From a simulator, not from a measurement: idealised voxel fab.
process module | voxel wiring stack
cross-section cut | 225 nm wide | cells 5 nm
A cross-section is a grid of square cells, given in bands from the top down. A band is one or more rows of cells.
Each band's line starts with the height of the band's top and of its bottom, in nm. Then come its materials from left to right, each with its width in nm. One material with "throughout" fills the band from edge to edge. "air" is empty space.
Height 0 is the level under which the wafer as received is all one material. The lowest band goes on downwards, as in "0 down".
A width such as "30 to 40" changes by the same amount from each row of cells to the next, from the band's top row to its bottom row.
"no change" after a step means that no cell of the cross-section changed.
closed voids: empty space of 8 cells or more with no open way to the top, each as width x height at its distance from the left edge, in nm
after a step's settings: what the simulator itself notes on the step
overlay nm, on a step with a mask: how far to the right of its planned place the mask lay; to the left if negative
plan
1 op RECEIVE | material Si
2 op CONFORMAL_DEP | material SiO2 | thk nm 15
3 op CONFORMAL_DEP | material SiCN | thk nm 5
4 op DIRECTIONAL_DEP | material lowk | thk nm 20
5 op DIRECTIONAL_DEP | material aC | thk nm 10
6 op PATTERN | tone open | mask id METAL_1 | material resist | width nm 20 | pitch nm 35 | thk nm 30 | overlay nm 0
7 op DIRECTIONAL_ETCH | etch materials aC | depth nm 10
8 op STRIP | etch materials resist
9 op DIRECTIONAL_ETCH | etch materials lowk | depth nm 20
10 op DIRECTIONAL_ETCH | etch materials SiCN | depth nm 5
11 op STRIP | etch materials aC
12 op CONFORMAL_DEP | material TiN | thk nm 5
13 op FILL_DEP | material Cu | thk nm 10
14 op CMP | height nm 40
15 op CONFORMAL_DEP | material SiCN | thk nm 5
16 op DIRECTIONAL_DEP | material lowk | thk nm 30
17 op PATTERN | tone open | mask id METAL_2 | material resist | width nm 20 | pitch nm 35 | thk nm 20 | overlay nm 0
18 op DIRECTIONAL_ETCH | etch materials lowk | depth nm 15
19 op STRIP | etch materials resist
20 op PATTERN | tone open | mask id METAL_2_HOLES | material resist | width nm 15 | pitch nm 35 | thk nm 15 | overlay nm 0
21 op DIRECTIONAL_ETCH | etch materials lowk | depth nm 15
22 op DIRECTIONAL_ETCH | etch materials SiCN | depth nm 5
23 op STRIP | etch materials resist
24 op CONFORMAL_DEP | material TiN | thk nm 5
25 op FILL_DEP | material Ru | thk nm 10
26 op CMP | height nm 75
27 op CONFORMAL_DEP | material SiCN | thk nm 5
28 op DIRECTIONAL_DEP | material lowk | thk nm 25
29 op MASKED_ETCH | tone open | mask id METAL_3 | width nm 20 | pitch nm 35 | etch materials lowk | depth nm 15 | overlay nm 0
30 op PATTERN | tone open | mask id METAL_3_HOLES | material resist | width nm 15 | pitch nm 70 | thk nm 15 | overlay nm 0
31 op DIRECTIONAL_ETCH | etch materials lowk | depth nm 10
32 op DIRECTIONAL_ETCH | etch materials SiCN | depth nm 5
33 op STRIP | etch materials resist
34 op CONFORMAL_DEP | material TiN | thk nm 5
35 op FILL_DEP | material Ru | thk nm 10
36 op CMP | height nm 105
37 op CONFORMAL_DEP | material SiCN | thk nm 5
first wafer, as planned
as received, after step 1
  0 down: Si throughout
  closed voids: none
after step 2
  15 to 0: SiO2 throughout
  below 0: unchanged
after step 3
  20 to 15: SiCN throughout
  below 15: unchanged
after step 4
  40 to 20: lowk throughout
  below 20: unchanged
after step 5
  50 to 40: aC throughout
  below 40: unchanged
after step 6
  80 to 50: resist 65 | air 20 | resist 15 | air 20 | resist 15 | air 20 | resist 70
  below 50: unchanged
after step 7
  70 to 50: resist 65 | air 20 | resist 15 | air 20 | resist 15 | air 20 | resist 70
  50 to 40: aC 65 | air 20 | aC 15 | air 20 | aC 15 | air 20 | aC 70
  below 40: unchanged
after step 8
  50 to 40: aC 65 | air 20 | aC 15 | air 20 | aC 15 | air 20 | aC 70
  below 40: unchanged
after step 9
  50 to 40: aC 65 | air 20 | aC 15 | air 20 | aC 15 | air 20 | aC 70
  40 to 20: lowk 65 | air 20 | lowk 15 | air 20 | lowk 15 | air 20 | lowk 70
  below 20: unchanged
after step 10
  50 to 40: aC 65 | air 20 | aC 15 | air 20 | aC 15 | air 20 | aC 70
  40 to 20: lowk 65 | air 20 | lowk 15 | air 20 | lowk 15 | air 20 | lowk 70
  20 to 15: SiCN 65 | air 20 | SiCN 15 | air 20 | SiCN 15 | air 20 | SiCN 70
  below 15: unchanged
after step 11
  40 to 20: lowk 65 | air 20 | lowk 15 | air 20 | lowk 15 | air 20 | lowk 70
  below 20: unchanged
after step 12
  45 to 40: TiN 70 | air 10 | TiN 25 | air 10 | TiN 25 | air 10 | TiN 75
  40 to 20: lowk 65 | TiN 5 | air 10 | TiN 5 | lowk 15 | TiN 5 | air 10 | TiN 5 | lowk 15 | TiN 5 | air 10 | TiN 5 | lowk 70
  20 to 15: SiCN 65 | TiN 20 | SiCN 15 | TiN 20 | SiCN 15 | TiN 20 | SiCN 70
  below 15: unchanged
after step 13
  55 to 45: Cu throughout
  45 to 40: TiN 70 | Cu 10 | TiN 25 | Cu 10 | TiN 25 | Cu 10 | TiN 75
  40 to 20: lowk 65 | TiN 5 | Cu 10 | TiN 5 | lowk 15 | TiN 5 | Cu 10 | TiN 5 | lowk 15 | TiN 5 | Cu 10 | TiN 5 | lowk 70
  below 20: unchanged
after step 14
  40 to 20: lowk 65 | TiN 5 | Cu 10 | TiN 5 | lowk 15 | TiN 5 | Cu 10 | TiN 5 | lowk 15 | TiN 5 | Cu 10 | TiN 5 | lowk 70
  below 20: unchanged
after step 15
  45 to 40: SiCN throughout
  below 40: unchanged
after step 16
  75 to 45: lowk throughout
  below 45: unchanged
after step 17
  95 to 75: resist 65 | air 20 | resist 15 | air 20 | resist 15 | air 20 | resist 70
  below 75: unchanged
after step 18
  95 to 75: resist 65 | air 20 | resist 15 | air 20 | resist 15 | air 20 | resist 70
  75 to 60: lowk 65 | air 20 | lowk 15 | air 20 | lowk 15 | air 20 | lowk 70
  below 60: unchanged
after step 19
  75 to 60: lowk 65 | air 20 | lowk 15 | air 20 | lowk 15 | air 20 | lowk 70
  below 60: unchanged
after step 20
  90 to 75: resist 65 | air 15 | resist 20 | air 15 | resist 20 | air 15 | resist 75
  75 to 60: lowk 65 | air 15 | resist 5 | lowk 15 | air 15 | resist 5 | lowk 15 | air 15 | resist 5 | lowk 70
  below 60: unchanged
after step 21
  90 to 75: resist 65 | air 15 | resist 20 | air 15 | resist 20 | air 15 | resist 75
  75 to 60: lowk 65 | air 15 | resist 5 | lowk 15 | air 15 | resist 5 | lowk 15 | air 15 | resist 5 | lowk 70
  60 to 45: lowk 65 | air 15 | lowk 20 | air 15 | lowk 20 | air 15 | lowk 75
  below 45: unchanged
after step 22
  90 to 75: resist 65 | air 15 | resist 20 | air 15 | resist 20 | air 15 | resist 75
  75 to 60: lowk 65 | air 15 | resist 5 | lowk 15 | air 15 | resist 5 | lowk 15 | air 15 | resist 5 | lowk 70
  60 to 45: lowk 65 | air 15 | lowk 20 | air 15 | lowk 20 | air 15 | lowk 75
  45 to 40: SiCN 65 | air 15 | SiCN 20 | air 15 | SiCN 20 | air 15 | SiCN 75
  below 40: unchanged
after step 23
  75 to 60: lowk 65 | air 20 | lowk 15 | air 20 | lowk 15 | air 20 | lowk 70
  below 60: unchanged
after step 24
  80 to 75: TiN 70 | air 10 | TiN 25 | air 10 | TiN 25 | air 10 | TiN 75
  75 to 65: lowk 65 | TiN 5 | air 10 | TiN 5 | lowk 15 | TiN 5 | air 10 | TiN 5 | lowk 15 | TiN 5 | air 10 | TiN 5 | lowk 70
  65 to 60: lowk 65 | TiN 5 | air 5 | TiN 10 | lowk 15 | TiN 5 | air 5 | TiN 10 | lowk 15 | TiN 5 | air 5 | TiN 10 | lowk 70
  60 to 45: lowk 65 | TiN 5 | air 5 | TiN 5 | lowk 20 | TiN 5 | air 5 | TiN 5 | lowk 20 | TiN 5 | air 5 | TiN 5 | lowk 75
  45 to 40: SiCN 65 | TiN 15 | SiCN 20 | TiN 15 | SiCN 20 | TiN 15 | SiCN 75
  below 40: unchanged
after step 25
  90 to 80: Ru throughout
  80 to 75: TiN 70 | Ru 10 | TiN 25 | Ru 10 | TiN 25 | Ru 10 | TiN 75
  75 to 65: lowk 65 | TiN 5 | Ru 10 | TiN 5 | lowk 15 | TiN 5 | Ru 10 | TiN 5 | lowk 15 | TiN 5 | Ru 10 | TiN 5 | lowk 70
  65 to 60: lowk 65 | TiN 5 | Ru 5 | TiN 10 | lowk 15 | TiN 5 | Ru 5 | TiN 10 | lowk 15 | TiN 5 | Ru 5 | TiN 10 | lowk 70
  60 to 45: lowk 65 | TiN 5 | Ru 5 | TiN 5 | lowk 20 | TiN 5 | Ru 5 | TiN 5 | lowk 20 | TiN 5 | Ru 5 | TiN 5 | lowk 75
  below 45: unchanged
after step 26
  75 to 65: lowk 65 | TiN 5 | Ru 10 | TiN 5 | lowk 15 | TiN 5 | Ru 10 | TiN 5 | lowk 15 | TiN 5 | Ru 10 | TiN 5 | lowk 70
  below 65: unchanged
after step 27
  80 to 75: SiCN throughout
  below 75: unchanged
after step 28
  105 to 80: lowk throughout
  below 80: unchanged
after step 29
  105 to 90: lowk 65 | air 20 | lowk 15 | air 20 | lowk 15 | air 20 | lowk 70
  below 90: unchanged
after step 30
  120 to 105: resist 65 | air 15 | resist 55 | air 15 | resist 75
  105 to 90: lowk 65 | air 15 | resist 5 | lowk 15 | resist 20 | lowk 15 | air 15 | resist 5 | lowk 70
  below 90: unchanged
after step 31
  120 to 105: resist 65 | air 15 | resist 55 | air 15 | resist 75
  105 to 90: lowk 65 | air 15 | resist 5 | lowk 15 | resist 20 | lowk 15 | air 15 | resist 5 | lowk 70
  90 to 80: lowk 65 | air 15 | lowk 55 | air 15 | lowk 75
  below 80: unchanged
after step 32
  120 to 105: resist 65 | air 15 | resist 55 | air 15 | resist 75
  105 to 90: lowk 65 | air 15 | resist 5 | lowk 15 | resist 20 | lowk 15 | air 15 | resist 5 | lowk 70
  90 to 80: lowk 65 | air 15 | lowk 55 | air 15 | lowk 75
  80 to 75: SiCN 65 | air 15 | SiCN 55 | air 15 | SiCN 75
  below 75: unchanged
after step 33
  105 to 90: lowk 65 | air 20 | lowk 15 | air 20 | lowk 15 | air 20 | lowk 70
  below 90: unchanged
after step 34
  110 to 105: TiN 70 | air 10 | TiN 25 | air 10 | TiN 25 | air 10 | TiN 75
  105 to 95: lowk 65 | TiN 5 | air 10 | TiN 5 | lowk 15 | TiN 5 | air 10 | TiN 5 | lowk 15 | TiN 5 | air 10 | TiN 5 | lowk 70
  95 to 90: lowk 65 | TiN 5 | air 5 | TiN 10 | lowk 15 | TiN 20 | lowk 15 | TiN 5 | air 5 | TiN 10 | lowk 70
  90 to 80: lowk 65 | TiN 5 | air 5 | TiN 5 | lowk 55 | TiN 5 | air 5 | TiN 5 | lowk 75
  80 to 75: SiCN 65 | TiN 15 | SiCN 55 | TiN 15 | SiCN 75
  below 75: unchanged
after step 35
  120 to 110: Ru throughout
  110 to 105: TiN 70 | Ru 10 | TiN 25 | Ru 10 | TiN 25 | Ru 10 | TiN 75
  105 to 95: lowk 65 | TiN 5 | Ru 10 | TiN 5 | lowk 15 | TiN 5 | Ru 10 | TiN 5 | lowk 15 | TiN 5 | Ru 10 | TiN 5 | lowk 70
  95 to 90: lowk 65 | TiN 5 | Ru 5 | TiN 10 | lowk 15 | TiN 20 | lowk 15 | TiN 5 | Ru 5 | TiN 10 | lowk 70
  90 to 80: lowk 65 | TiN 5 | Ru 5 | TiN 5 | lowk 55 | TiN 5 | Ru 5 | TiN 5 | lowk 75
  below 80: unchanged
after step 36
  105 to 95: lowk 65 | TiN 5 | Ru 10 | TiN 5 | lowk 15 | TiN 5 | Ru 10 | TiN 5 | lowk 15 | TiN 5 | Ru 10 | TiN 5 | lowk 70
  below 95: unchanged
after step 37
  110 to 105: SiCN throughout
  below 105: unchanged
second wafer: like start, like plan, one mistake. Through step 19 it matches the first wafer
when step 20 should have ended: no change
when step 21 should have ended
  60 to 45: lowk 65 | air 20 | lowk 15 | air 20 | lowk 15 | air 20 | lowk 70
  below 45: unchanged
when step 22 should have ended
  60 to 45: lowk 65 | air 20 | lowk 15 | air 20 | lowk 15 | air 20 | lowk 70
  45 to 40: SiCN 65 | air 20 | SiCN 15 | air 20 | SiCN 15 | air 20 | SiCN 70
  below 40: unchanged
when step 23 should have ended: no change
when step 24 should have ended
  65 to 60: TiN 70 | air 10 | TiN 25 | air 10 | TiN 25 | air 10 | TiN 75
  60 to 45: lowk 65 | TiN 5 | air 10 | TiN 5 | lowk 15 | TiN 5 | air 10 | TiN 5 | lowk 15 | TiN 5 | air 10 | TiN 5 | lowk 70
  45 to 40: SiCN 65 | TiN 20 | SiCN 15 | TiN 20 | SiCN 15 | TiN 20 | SiCN 70
  below 40: unchanged
when step 25 should have ended
  75 to 65: Ru throughout
  65 to 60: TiN 70 | Ru 10 | TiN 25 | Ru 10 | TiN 25 | Ru 10 | TiN 75
  60 to 45: lowk 65 | TiN 5 | Ru 10 | TiN 5 | lowk 15 | TiN 5 | Ru 10 | TiN 5 | lowk 15 | TiN 5 | Ru 10 | TiN 5 | lowk 70
  below 45: unchanged
when step 26 should have ended: no change
when step 27 should have ended
  80 to 75: SiCN throughout
  below 75: unchanged
when step 28 should have ended
  105 to 80: lowk throughout
  below 80: unchanged
when step 29 should have ended
  105 to 90: lowk 65 | air 20 | lowk 15 | air 20 | lowk 15 | air 20 | lowk 70
  below 90: unchanged
when step 30 should have ended
  120 to 105: resist 65 | air 15 | resist 55 | air 15 | resist 75
  105 to 90: lowk 65 | air 15 | resist 5 | lowk 15 | resist 20 | lowk 15 | air 15 | resist 5 | lowk 70
  below 90: unchanged
when step 31 should have ended
  120 to 105: resist 65 | air 15 | resist 55 | air 15 | resist 75
  105 to 90: lowk 65 | air 15 | resist 5 | lowk 15 | resist 20 | lowk 15 | air 15 | resist 5 | lowk 70
  90 to 80: lowk 65 | air 15 | lowk 55 | air 15 | lowk 75
  below 80: unchanged
when step 32 should have ended
  120 to 105: resist 65 | air 15 | resist 55 | air 15 | resist 75
  105 to 90: lowk 65 | air 15 | resist 5 | lowk 15 | resist 20 | lowk 15 | air 15 | resist 5 | lowk 70
  90 to 80: lowk 65 | air 15 | lowk 55 | air 15 | lowk 75
  80 to 75: SiCN 65 | air 15 | SiCN 55 | air 15 | SiCN 75
  below 75: unchanged
when step 33 should have ended
  105 to 90: lowk 65 | air 20 | lowk 15 | air 20 | lowk 15 | air 20 | lowk 70
  below 90: unchanged
when step 34 should have ended
  110 to 105: TiN 70 | air 10 | TiN 25 | air 10 | TiN 25 | air 10 | TiN 75
  105 to 95: lowk 65 | TiN 5 | air 10 | TiN 5 | lowk 15 | TiN 5 | air 10 | TiN 5 | lowk 15 | TiN 5 | air 10 | TiN 5 | lowk 70
  95 to 90: lowk 65 | TiN 5 | air 5 | TiN 10 | lowk 15 | TiN 20 | lowk 15 | TiN 5 | air 5 | TiN 10 | lowk 70
  90 to 80: lowk 65 | TiN 5 | air 5 | TiN 5 | lowk 55 | TiN 5 | air 5 | TiN 5 | lowk 75
  80 to 75: SiCN 65 | TiN 15 | SiCN 55 | TiN 15 | SiCN 75
  below 75: unchanged
when step 35 should have ended
  120 to 110: Ru throughout
  110 to 105: TiN 70 | Ru 10 | TiN 25 | Ru 10 | TiN 25 | Ru 10 | TiN 75
  105 to 95: lowk 65 | TiN 5 | Ru 10 | TiN 5 | lowk 15 | TiN 5 | Ru 10 | TiN 5 | lowk 15 | TiN 5 | Ru 10 | TiN 5 | lowk 70
  95 to 90: lowk 65 | TiN 5 | Ru 5 | TiN 10 | lowk 15 | TiN 20 | lowk 15 | TiN 5 | Ru 5 | TiN 10 | lowk 70
  90 to 80: lowk 65 | TiN 5 | Ru 5 | TiN 5 | lowk 55 | TiN 5 | Ru 5 | TiN 5 | lowk 75
  below 80: unchanged
when step 36 should have ended
  105 to 95: lowk 65 | TiN 5 | Ru 10 | TiN 5 | lowk 15 | TiN 5 | Ru 10 | TiN 5 | lowk 15 | TiN 5 | Ru 10 | TiN 5 | lowk 70
  below 95: unchanged
when step 37 should have ended
  110 to 105: SiCN throughout
  below 105: unchanged
what went wrong: step 20 was left out
at the end the second wafer has, in cells: 90 more of Ru | 3 fewer of SiCN | 21 more of TiN | 108 fewer of lowk
